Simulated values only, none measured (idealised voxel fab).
process module | voxel quadruple lines
cross-section cut | 295 nm wide | cells 5 nm
A cross-section is a grid of square cells, given in bands from the top down. A band is one or more rows of cells.
Each band's line starts with the height of the band's top and of its bottom, in nm. Then come its materials from left to right, each with its width in nm. One material with "throughout" fills the band from edge to edge. "air" is empty space.
Height 0 is the level under which the wafer as received is all one material. The lowest band goes on downwards, as in "0 down".
A width such as "30 to 40" changes by the same amount from each row of cells to the next, from the band's top row to its bottom row.
"no change" after a step means that no cell of the cross-section changed.
closed voids: empty space of 8 cells or more with no open way to the top, each as width x height at its distance from the left edge, in nm
after a step's settings: what the simulator itself notes on the step
overlay nm, on a step with a mask: how far to the right of its planned place the mask lay; to the left if negative
plan
1 op RECEIVE | material Si
2 op CONFORMAL_DEP | material Al2O3 | thk nm 5
3 op DIRECTIONAL_DEP | material TiN | thk nm 15
4 op DIRECTIONAL_DEP | material polySi | thk nm 20
5 op DIRECTIONAL_DEP | material aC | thk nm 20
6 op PATTERN | tone cover | mask id MANDREL | material resist | width nm 20 | thk nm 30 | overlay nm 0
7 op DIRECTIONAL_ETCH | etch materials aC | depth nm 20
8 op STRIP | etch materials resist
9 op CONFORMAL_DEP | material SiO2 | thk nm 10
10 op DIRECTIONAL_ETCH | etch materials SiO2 | depth nm 10
11 op STRIP | etch materials aC
12 op DIRECTIONAL_ETCH | etch materials polySi | depth nm 20
13 op STRIP | etch materials SiO2
14 op CONFORMAL_DEP | material SiCN | thk nm 5
15 op DIRECTIONAL_ETCH | etch materials SiCN | depth nm 5
16 op STRIP | etch materials polySi
17 op DIRECTIONAL_ETCH | etch materials TiN | depth nm 15
18 op STRIP | etch materials SiCN
first wafer, as planned
as received, after step 1
  0 down: Si throughout
  closed voids: none
after step 2
  5 to 0: Al2O3 throughout
  below 0: unchanged
after step 3
  20 to 5: TiN throughout
  below 5: unchanged
after step 4
  40 to 20: polySi throughout
  below 20: unchanged
after step 5
  60 to 40: aC throughout
  below 40: unchanged
after step 6
  90 to 60: air 135 | resist 20 | air 140
  below 60: unchanged
after step 7
  70 to 60: air 135 | resist 20 | air 140
  60 to 40: air 135 | aC 20 | air 140
  below 40: unchanged
after step 8
  60 to 40: air 135 | aC 20 | air 140
  below 40: unchanged
after step 9
  70 to 60: air 125 | SiO2 40 | air 130
  60 to 50: air 125 | SiO2 10 | aC 20 | SiO2 10 | air 130
  50 to 40: SiO2 135 | aC 20 | SiO2 140
  below 40: unchanged
after step 10
  60 to 40: air 125 | SiO2 10 | aC 20 | SiO2 10 | air 130
  below 40: unchanged
after step 11
  60 to 40: air 125 | SiO2 10 | air 20 | SiO2 10 | air 130
  below 40: unchanged
after step 12
  60 to 40: air 125 | SiO2 10 | air 20 | SiO2 10 | air 130
  40 to 20: air 125 | polySi 10 | air 20 | polySi 10 | air 130
  below 20: unchanged
after step 13
  40 to 20: air 125 | polySi 10 | air 20 | polySi 10 | air 130
  below 20: unchanged
after step 14
  45 to 40: air 120 | SiCN 20 | air 10 | SiCN 20 | air 125
  40 to 25: air 120 | SiCN 5 | polySi 10 | SiCN 5 | air 10 | SiCN 5 | polySi 10 | SiCN 5 | air 125
  25 to 20: SiCN 125 | polySi 10 | SiCN 20 | polySi 10 | SiCN 130
  below 20: unchanged
after step 15
  40 to 20: air 120 | SiCN 5 | polySi 10 | SiCN 5 | air 10 | SiCN 5 | polySi 10 | SiCN 5 | air 125
  below 20: unchanged
after step 16
  40 to 20: air 120 | SiCN 5 | air 10 | SiCN 5 | air 10 | SiCN 5 | air 10 | SiCN 5 | air 125
  below 20: unchanged
after step 17
  40 to 20: air 120 | SiCN 5 | air 10 | SiCN 5 | air 10 | SiCN 5 | air 10 | SiCN 5 | air 125
  20 to 5: air 120 | TiN 5 | air 10 | TiN 5 | air 10 | TiN 5 | air 10 | TiN 5 | air 125
  below 5: unchanged
after step 18
  20 to 5: air 120 | TiN 5 | air 10 | TiN 5 | air 10 | TiN 5 | air 10 | TiN 5 | air 125
  below 5: unchanged
second wafer: like start, like plan, one mistake. Through step 5 it matches the first wafer
when step 6 should have ended
  90 to 60: air 145 | resist 20 | air 130
  below 60: unchanged
when step 7 should have ended
  70 to 60: air 145 | resist 20 | air 130
  60 to 40: air 145 | aC 20 | air 130
  below 40: unchanged
when step 8 should have ended
  60 to 40: air 145 | aC 20 | air 130
  below 40: unchanged
when step 9 should have ended
  70 to 60: air 135 | SiO2 40 | air 120
  60 to 50: air 135 | SiO2 10 | aC 20 | SiO2 10 | air 120
  50 to 40: SiO2 145 | aC 20 | SiO2 130
  below 40: unchanged
when step 10 should have ended
  60 to 40: air 135 | SiO2 10 | aC 20 | SiO2 10 | air 120
  below 40: unchanged
when step 11 should have ended
  60 to 40: air 135 | SiO2 10 | air 20 | SiO2 10 | air 120
  below 40: unchanged
when step 12 should have ended
  60 to 40: air 135 | SiO2 10 | air 20 | SiO2 10 | air 120
  40 to 20: air 135 | polySi 10 | air 20 | polySi 10 | air 120
  below 20: unchanged
when step 13 should have ended
  40 to 20: air 135 | polySi 10 | air 20 | polySi 10 | air 120
  below 20: unchanged
when step 14 should have ended
  45 to 40: air 130 | SiCN 20 | air 10 | SiCN 20 | air 115
  40 to 25: air 130 | SiCN 5 | polySi 10 | SiCN 5 | air 10 | SiCN 5 | polySi 10 | SiCN 5 | air 115
  25 to 20: SiCN 135 | polySi 10 | SiCN 20 | polySi 10 | SiCN 120
  below 20: unchanged
when step 15 should have ended
  40 to 20: air 130 | SiCN 5 | polySi 10 | SiCN 5 | air 10 | SiCN 5 | polySi 10 | SiCN 5 | air 115
  below 20: unchanged
when step 16 should have ended
  40 to 20: air 130 | SiCN 5 | air 10 | SiCN 5 | air 10 | SiCN 5 | air 10 | SiCN 5 | air 115
  below 20: unchanged
when step 17 should have ended
  40 to 20: air 130 | SiCN 5 | air 10 | SiCN 5 | air 10 | SiCN 5 | air 10 | SiCN 5 | air 115
  20 to 5: air 130 | TiN 5 | air 10 | TiN 5 | air 10 | TiN 5 | air 10 | TiN 5 | air 115
  below 5: unchanged
when step 18 should have ended
  20 to 5: air 130 | TiN 5 | air 10 | TiN 5 | air 10 | TiN 5 | air 10 | TiN 5 | air 115
  below 5: unchanged
what went wrong: step 6 ran as: op PATTERN | tone cover | mask id MANDREL | material resist | width nm 20 | thk nm 30 | overlay nm 10
at the end the second wafer has, in cells: as many of each material as the first, in other places
